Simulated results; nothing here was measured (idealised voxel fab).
A process module follows: voxel spacer lines.
This is section cut - it's 215 nm across, gridded in 5 nm square cells.
Cross-section = grid of square cells, listed top down in bands; band = one or more rows.
For a band, the entry starts with two heights in nm, that of the top and then that of the bottom, and carries on with the band's materials in order from left to right, each alongside its width in nm; the word "edge to edge" beside a single material means it fills the band edge to edge, and "blank" means empty space.
We count height from 0. Below that, the starting wafer is all one material. The lowest band never ends at the bottom but goes on down; see "0 down" for how that is written.
The notation "30 to 40" denotes a width that varies across the rows of cells in the band, beginning at the first number in the top row, finishing at the second number in the bottom row, and changing by an identical amount from each row to the next.
"nothing was modified" -> step changed no cross-section cell.
"Enclosed void inventory": sealed empty spaces, 8 cells or more, no open way to top, listed width x height at distance, with distance from the left edge and width, height and distance in nm.
Anything after a step's settings on that line? It's the simulator's own note about the step.
Among the settings permitted on a step's line is "overlay nm"; applied to a step with a mask, it specifies the extent to which the mask lay to the right of its planned position, whereas a negative figure signifies a position to the left.
[The planned process steps are enumerated hereunder]
1 RECEIVE (material Si)
2 CONFORMAL_DEP (material Al2O3; thk nm 10)
3 DIRECTIONAL_DEP (material SiN; thk nm 15)
4 DIRECTIONAL_DEP (material polySi; thk nm 30)
5 PATTERN (tone cover; mask id MANDREL; material resist; width nm 20; pitch nm 60; thk nm 35; overlay nm 0)
6 DIRECTIONAL_ETCH (etch materials polySi; depth nm 30)
7 STRIP (etch materials resist)
8 CONFORMAL_DEP (material SiO2; thk nm 10)
9 DIRECTIONAL_ETCH (etch materials SiO2; depth nm 10)
10 STRIP (etch materials polySi)
11 DIRECTIONAL_ETCH (etch materials SiN; depth nm 15)
12 STRIP (etch materials SiO2)
[Wafer cross-section on receipt, i.e. after step 1]
- 0 down = Si edge to edge
- Enclosed void inventory: none
[Cross-section taken at module completion on the first of two wafers; processed per the plan]
- 25 to 10 = blank (55); SiN (10); blank (20); SiN (10); blank (20); SiN (10); blank (20); SiN (10); blank (60)
- 10 to 0 = Al2O3 edge to edge
- 0 down = Si edge to edge
- Enclosed void inventory: none
[Wafer two (of two), end-of-module cross-section: start = wafer one, plan = wafer one, one run mistake]
- 25 to 10 = blank (65); SiN (20); blank (40); SiN (20); blank (70)
- 10 to 0 = Al2O3 edge to edge
- 0 down = Si edge to edge
- Enclosed void inventory: none
Finding, execution versus plan: step 5 was processed under conditions differing from the plan, specifically as PATTERN (tone open; mask id MANDREL; material resist; width nm 20; pitch nm 60; thk nm 35; overlay nm 0)
In the final comparison it is observed that the number of cells assigned to each material is identical for the two wafers, whereas their placement is not.
